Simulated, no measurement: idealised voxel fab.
Process module heading - voxel transistor to metal
It is cross-section cut that appears here, measuring 145 nm in width, its square cells being 5 nm in size.
Cross-section spec: square-cell grid; bands listed top down; each band is one or more rows. A band entry consists of two parts. The first gives the height of the band's top and the height of its bottom, in nm. The rest lists the band's materials from left to right, each with its width in nm. A single material labelled with the word "full width" fills the band from edge to edge, and the word "air" marks empty space. Below 0: as-received wafer, all one material; heights counted from there. Lowest band: no bottom, goes on down, written "z 0 and below". Top row gets the first number, bottom row gets the second, and each row in between changes by the same step: that is how a band width like "30 to 40" works. "remains unaltered" means the step left every cell of the cross-section as it was. Closed empty spaces (no open way to the top) of 8 cells or more are what "Voids, fully enclosed" lists, each as width x height at distance from the left edge, nm for all three. On each step's line, the part that comes after the settings is the simulator's own comment on the step. The setting "overlay nm" may be written on the line of a step. When the step uses a mask, the value reports how far to the right of the planned place the mask lay, and a negative value reports that it lay to the left.

Planned process steps
1. RECEIVE, material Si
2. OXIDIZE, depth nm 5
3. CONFORMAL_DEP, material SiN, thk nm 10
4. PATTERN, tone cover, mask id ACTIVE, material resist, width nm 85, thk nm 15, overlay nm 0
5. DIRECTIONAL_ETCH, etch materials SiN, depth nm 10
6. DIRECTIONAL_ETCH, etch materials SiO2, depth nm 5
7. DIRECTIONAL_ETCH, etch materials Si, depth nm 25
8. STRIP, etch materials resist
9. FILL_DEP, material SiO2, thk nm 5
10. CMP, height nm 10
11. SELECTIVE_ETCH, etch materials SiO2, depth nm 5
12. STRIP, etch materials SiN
13. SELECTIVE_ETCH, etch materials SiO2, depth nm 5
14. OXIDIZE, depth nm 5
15. DIRECTIONAL_DEP, material polySi, thk nm 25
16. DIRECTIONAL_DEP, material SiCN, thk nm 15
17. MASKED_ETCH, tone cover, mask id GATE, width nm 15, etch materials SiCN, depth nm 25, overlay nm 0
18. MASKED_ETCH, tone cover, mask id GATE, width nm 15, etch materials polySi, depth nm 35, overlay nm 0
19. CONFORMAL_DEP, material SiO2, thk nm 5
20. DIRECTIONAL_ETCH, etch materials SiO2, depth nm 5
21. CONFORMAL_DEP, material SiN, thk nm 10
22. DIRECTIONAL_ETCH, etch materials SiN, depth nm 10
23. DIRECTIONAL_ETCH, etch materials SiO2, depth nm 5
24. DIRECTIONAL_ETCH, etch materials Si, depth nm 5
25. EPI, material SiGe, thk nm 5
26. FILL_DEP, material SiO2, thk nm 10
27. CMP, height nm 35
28. DIRECTIONAL_DEP, material SiO2, thk nm 15
29. PATTERN, tone open, mask id CONTACT, material resist, width nm 25, pitch nm 50, thk nm 15, overlay nm 0
30. DIRECTIONAL_ETCH, etch materials SiO2, depth nm 55
31. STRIP, etch materials resist
32. CONFORMAL_DEP, material TiN, thk nm 5
33. FILL_DEP, material W, thk nm 5
34. CMP, height nm 50
35. DIRECTIONAL_DEP, material TiN, thk nm 5
36. DIRECTIONAL_DEP, material W, thk nm 25
37. MASKED_ETCH, tone cover, mask id METAL_1, width nm 15, pitch nm 60, etch materials W, depth nm 25, overlay nm 0
38. MASKED_ETCH, tone cover, mask id METAL_1, width nm 15, pitch nm 60, etch materials TiN, depth nm 5, overlay nm 0
39. CONFORMAL_DEP, material SiCN, thk nm 5
40. FILL_DEP, material SiO2, thk nm 10
41. CMP, height nm 80
42. CONFORMAL_DEP, material SiCN, thk nm 5
Wafer-to-wafer difference: depth nm, step 13. Common start. Plan = first wafer's value.

As received, i.e. after step 1: cross-section through the first of several wafers
z 0 and below  Si full width
Voids, fully enclosed: none

First of several wafers: cross-section at the end of the module, after step 42, its last step
z 85 to 80  SiCN full width
z 80 to 55  30 SiO2; 5 SiCN; 15 W; 5 SiCN; 35 SiO2; 5 SiCN; 15 W; 5 SiCN; 30 SiO2
z 55 to 50  35 SiCN; 15 TiN; 45 SiCN; 15 TiN; 35 SiCN
z 50 to 40  35 SiO2; 5 TiN; 15 W; 5 TiN; 25 SiO2; 5 TiN; 15 W; 5 TiN; 35 SiO2
z 40 to 35  35 SiO2; 5 TiN; 5 W; 15 TiN; 25 SiO2; 15 TiN; 5 W; 5 TiN; 35 SiO2
z 35 to 20  35 SiO2; 5 TiN; 5 W; 5 TiN; 10 SiN; 5 SiO2; 15 SiCN; 5 SiO2; 10 SiN; 5 TiN; 5 W; 5 TiN; 35 SiO2
z 20 to 5  35 SiO2; 5 TiN; 5 W; 5 TiN; 10 SiN; 5 SiO2; 15 polySi; 5 SiO2; 10 SiN; 5 TiN; 5 W; 5 TiN; 35 SiO2
z 5 to 0  35 SiO2; 15 TiN; 10 SiN; 5 SiO2; 15 polySi; 5 SiO2; 10 SiN; 15 TiN; 35 SiO2
z 0 to -5  30 SiO2; 10 SiN; 10 TiN; 10 SiN; 5 SiO2; 15 polySi; 5 SiO2; 10 SiN; 10 TiN; 10 SiN; 30 SiO2
z -5 to -10  40 SiO2; 10 SiGe; 45 SiO2; 10 SiGe; 40 SiO2
z -10 to -15  30 SiO2; 10 Si; 10 SiGe; 45 Si; 10 SiGe; 10 Si; 30 SiO2
z -15 to -30  30 SiO2; 85 Si; 30 SiO2
z -30 and below  Si full width
Voids, fully enclosed: none

Last wafer x-sec, end of module
z 85 to 80  SiCN full width
z 80 to 55  30 SiO2; 5 SiCN; 15 W; 5 SiCN; 35 SiO2; 5 SiCN; 15 W; 5 SiCN; 30 SiO2
z 55 to 50  35 SiCN; 15 TiN; 45 SiCN; 15 TiN; 35 SiCN
z 50 to 40  35 SiO2; 5 TiN; 15 W; 5 TiN; 25 SiO2; 5 TiN; 15 W; 5 TiN; 35 SiO2
z 40 to 35  35 SiO2; 5 TiN; 5 W; 15 TiN; 25 SiO2; 15 TiN; 5 W; 5 TiN; 35 SiO2
z 35 to 20  35 SiO2; 5 TiN; 5 W; 5 TiN; 10 SiN; 5 SiO2; 15 SiCN; 5 SiO2; 10 SiN; 5 TiN; 5 W; 5 TiN; 35 SiO2
z 20 to 0  35 SiO2; 5 TiN; 5 W; 5 TiN; 10 SiN; 5 SiO2; 15 polySi; 5 SiO2; 10 SiN; 5 TiN; 5 W; 5 TiN; 35 SiO2
z 0 to -5  35 SiO2; 15 TiN; 10 SiN; 5 SiO2; 15 polySi; 5 SiO2; 10 SiN; 15 TiN; 35 SiO2
z -5 to -10  15 SiO2; 10 SiN; 20 SiO2; 5 SiGe; 45 SiO2; 5 SiGe; 20 SiO2; 10 SiN; 15 SiO2
z -10 to -15  15 SiO2; 10 SiN; 10 SiO2; 15 SiGe; 45 Si; 15 SiGe; 10 SiO2; 10 SiN; 15 SiO2
z -15 to -20  15 SiO2; 10 SiN; 10 SiO2; 75 Si; 10 SiO2; 10 SiN; 15 SiO2
z -20 to -30  35 to 30 SiO2; 75 to 85 Si; 35 to 30 SiO2
z -30 and below  Si full width
Voids, fully enclosed: none

Each row below is a wafer at the end of the module, listing for every material the number of cells it has gained (+) or lost (-) since it was received, followed by its closed voids
depth nm 5; -110 Si; +81 SiCN; +8 SiGe; +36 SiN; +351 SiO2; +56 TiN; +56 W; +15 polySi; Voids, fully enclosed: none
depth nm 10; -114 Si; +81 SiCN; +8 SiGe; +32 SiN; +357 SiO2; +56 TiN; +58 W; +15 polySi; Voids, fully enclosed: none
depth nm 15; -116 Si; +81 SiCN; +8 SiGe; +38 SiN; +353 SiO2; +56 TiN; +58 W; +15 polySi; Voids, fully enclosed: none
depth nm 20; -118 Si; +81 SiCN; +8 SiGe; +44 SiN; +349 SiO2; +56 TiN; +58 W; +15 polySi; Voids, fully enclosed: none
